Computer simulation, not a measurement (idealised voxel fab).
This is a process module. Its name is voxel wiring stack.
Section cut is 255 nm wide and gridded with 5 nm square cells.
A cross-section is written here as square cells arranged in a grid, and it is given in bands from the top down, each band taking up one or more rows of cells. It is stipulated that each band's entry specify, in nanometres, the height of the top of the band and then that of its bottom, followed by the materials of the band in left-to-right sequence, each together with its width in nanometres. A single material marked by the word "full width" is understood to fill the band from edge to edge; the word "blank" is understood to denote empty space. Measure heights from 0. That's the level where, below it, the as-received wafer is all one material. The lowest band is bottomless and extends downward; write it as in "top 0, no bottom". Top row gets the first number, bottom row gets the second, and each row in between changes by the same step: that is how a band width like "30..40" works. A step reported as "all unchanged" is a step in which no cell of the cross-section changed. "Closed void catalog": sealed empty spaces, 8 cells or more, no open way to top, listed width x height at distance, with distance from the left edge and width, height and distance in nm. Text after the settings on a step's line: the simulator's own remark on that step. overlay nm: step with mask; distance mask lay right of planned place; negative value = left of planned place.

The steps planned for the process are as follows:
1: RECEIVE with material Si
2: CONFORMAL_DEP with material SiO2, thk nm 10
3: CONFORMAL_DEP with material SiCN, thk nm 5
4: DIRECTIONAL_DEP with material SiO2, thk nm 20
5: MASKED_ETCH with tone open, mask id METAL_1, width nm 25, pitch nm 55, etch materials SiO2, depth nm 20, overlay nm 0
6: MASKED_ETCH with tone open, mask id METAL_1, width nm 25, pitch nm 55, etch materials SiCN, depth nm 5, overlay nm 0
7: CONFORMAL_DEP with material TiN, thk nm 5
8: FILL_DEP with material W, thk nm 5
9: CMP with height nm 35
10: EPI with material Ru, thk nm 5
11: FILL_DEP with material SiCN, thk nm 5
12: DIRECTIONAL_DEP with material lowk, thk nm 25
13: DIRECTIONAL_DEP with material aC, thk nm 10
14: PATTERN with tone open, mask id METAL_2_HOLES, material resist, width nm 15, pitch nm 55, thk nm 30, overlay nm 0
15: DIRECTIONAL_ETCH with etch materials aC, depth nm 10
16: STRIP with etch materials resist
17: DIRECTIONAL_ETCH with etch materials lowk, depth nm 25
18: STRIP with etch materials aC
19: PATTERN with tone open, mask id METAL_2, material resist, width nm 25, pitch nm 55, thk nm 20, overlay nm 0
20: DIRECTIONAL_ETCH with etch materials lowk, depth nm 15
21: DIRECTIONAL_ETCH with etch materials SiCN, depth nm 5
22: STRIP with etch materials resist
23: CONFORMAL_DEP with material TiN, thk nm 5
24: FILL_DEP with material Ru, thk nm 10
25: CMP with height nm 70
26: CONFORMAL_DEP with material SiCN, thk nm 5
27: DIRECTIONAL_DEP with material lowk, thk nm 25
28: DIRECTIONAL_DEP with material aC, thk nm 15
29: PATTERN with tone open, mask id METAL_3, material resist, width nm 25, pitch nm 55, thk nm 30, overlay nm 0
30: DIRECTIONAL_ETCH with etch materials aC, depth nm 15
31: STRIP with etch materials resist
32: DIRECTIONAL_ETCH with etch materials lowk, depth nm 15
33: STRIP with etch materials aC
34: PATTERN with tone open, mask id METAL_3_HOLES, material resist, width nm 15, pitch nm 55, thk nm 20, overlay nm 0
35: DIRECTIONAL_ETCH with etch materials lowk, depth nm 10
36: DIRECTIONAL_ETCH with etch materials SiCN, depth nm 5
37: STRIP with etch materials resist
38: CONFORMAL_DEP with material TiN, thk nm 5
39: FILL_DEP with material Cu, thk nm 10
40: CMP with height nm 100
41: CONFORMAL_DEP with material SiN, thk nm 5

Cross-section of the wafer upon arrival, representing the state reached after step 1:
top 0, no bottom | Si full width
Closed void catalog: none

First of two wafers: cross-section at end of module, run per plan:
top 105, bottom 100 | SiN full width
top 100, bottom 90 | 60 of lowk / 5 of TiN / 15 of Cu / 5 of TiN / 30 of lowk / 5 of TiN / 15 of Cu / 5 of TiN / 30 of lowk / 5 of TiN / 15 of Cu / 5 of TiN / 60 of lowk
top 90, bottom 85 | 60 of lowk / 5 of TiN / 5 of Cu / 15 of TiN / 30 of lowk / 5 of TiN / 5 of Cu / 15 of TiN / 30 of lowk / 5 of TiN / 5 of Cu / 15 of TiN / 60 of lowk
top 85, bottom 75 | 60 of lowk / 5 of TiN / 5 of Cu / 5 of TiN / 40 of lowk / 5 of TiN / 5 of Cu / 5 of TiN / 40 of lowk / 5 of TiN / 5 of Cu / 5 of TiN / 70 of lowk
top 75, bottom 70 | 60 of SiCN / 15 of TiN / 40 of SiCN / 15 of TiN / 40 of SiCN / 15 of TiN / 70 of SiCN
top 70, bottom 60 | 60 of lowk / 5 of TiN / 15 of Ru / 5 of TiN / 30 of lowk / 5 of TiN / 15 of Ru / 5 of TiN / 30 of lowk / 5 of TiN / 15 of Ru / 5 of TiN / 60 of lowk
top 60, bottom 55 | 60 of lowk / 5 of TiN / 5 of Ru / 15 of TiN / 30 of lowk / 5 of TiN / 5 of Ru / 15 of TiN / 30 of lowk / 5 of TiN / 5 of Ru / 15 of TiN / 60 of lowk
top 55, bottom 45 | 60 of lowk / 5 of TiN / 5 of Ru / 5 of TiN / 40 of lowk / 5 of TiN / 5 of Ru / 5 of TiN / 40 of lowk / 5 of TiN / 5 of Ru / 5 of TiN / 70 of lowk
top 45, bottom 40 | 60 of SiCN / 15 of TiN / 40 of SiCN / 15 of TiN / 40 of SiCN / 15 of TiN / 70 of SiCN
top 40, bottom 35 | 55 of SiCN / 35 of Ru / 20 of SiCN / 35 of Ru / 20 of SiCN / 35 of Ru / 55 of SiCN
top 35, bottom 15 | 60 of SiO2 / 5 of TiN / 15 of W / 5 of TiN / 30 of SiO2 / 5 of TiN / 15 of W / 5 of TiN / 30 of SiO2 / 5 of TiN / 15 of W / 5 of TiN / 60 of SiO2
top 15, bottom 10 | 60 of SiCN / 25 of TiN / 30 of SiCN / 25 of TiN / 30 of SiCN / 25 of TiN / 60 of SiCN
top 10, bottom 0 | SiO2 full width
top 0, no bottom | Si full width
Closed void catalog: none

Second wafer through the module, sectioned at the end: same beginning and same plan as the first wafer, with one mistake in carrying it out:
top 105, bottom 100 | SiN full width
top 100, bottom 90 | 60 of lowk / 5 of TiN / 15 of Cu / 5 of TiN / 30 of lowk / 5 of TiN / 15 of Cu / 5 of TiN / 30 of lowk / 5 of TiN / 15 of Cu / 5 of TiN / 60 of lowk
top 90, bottom 85 | 60 of lowk / 5 of TiN / 5 of Cu / 15 of TiN / 30 of lowk / 5 of TiN / 5 of Cu / 15 of TiN / 30 of lowk / 5 of TiN / 5 of Cu / 15 of TiN / 60 of lowk
top 85, bottom 75 | 60 of lowk / 5 of TiN / 5 of Cu / 5 of TiN / 40 of lowk / 5 of TiN / 5 of Cu / 5 of TiN / 40 of lowk / 5 of TiN / 5 of Cu / 5 of TiN / 70 of lowk
top 75, bottom 70 | 60 of SiCN / 15 of TiN / 40 of SiCN / 15 of TiN / 40 of SiCN / 15 of TiN / 70 of SiCN
top 70, bottom 60 | 60 of lowk / 5 of TiN / 15 of Ru / 5 of TiN / 30 of lowk / 5 of TiN / 15 of Ru / 5 of TiN / 30 of lowk / 5 of TiN / 15 of Ru / 5 of TiN / 60 of lowk
top 60, bottom 55 | 60 of lowk / 5 of TiN / 5 of Ru / 15 of TiN / 30 of lowk / 5 of TiN / 5 of Ru / 15 of TiN / 30 of lowk / 5 of TiN / 5 of Ru / 15 of TiN / 60 of lowk
top 55, bottom 45 | 60 of lowk / 5 of TiN / 5 of Ru / 5 of TiN / 40 of lowk / 5 of TiN / 5 of Ru / 5 of TiN / 40 of lowk / 5 of TiN / 5 of Ru / 5 of TiN / 70 of lowk
top 45, bottom 40 | 60 of SiCN / 15 of TiN / 40 of SiCN / 15 of TiN / 40 of SiCN / 15 of TiN / 70 of SiCN
top 40, bottom 35 | Ru full width
top 35, bottom 30 | 65 of TiN / 15 of W / 40 of TiN / 15 of W / 40 of TiN / 15 of W / 65 of TiN
top 30, bottom 15 | 60 of SiO2 / 5 of TiN / 15 of W / 5 of TiN / 30 of SiO2 / 5 of TiN / 15 of W / 5 of TiN / 30 of SiO2 / 5 of TiN / 15 of W / 5 of TiN / 60 of SiO2
top 15, bottom 10 | 60 of SiO2 / 25 of TiN / 30 of SiO2 / 25 of TiN / 30 of SiO2 / 25 of TiN / 60 of SiO2
top 10, bottom 0 | SiO2 full width
top 0, no bottom | Si full width
Closed void catalog: none
It is concluded that the wafer was processed incorrectly with respect to the plan, in that not run: step 3 of the plan (skipped)
Final cells, second wafer relative to first, materials higher or lower: Ru: 30 more; SiCN: 66 fewer; TiN: 36 more
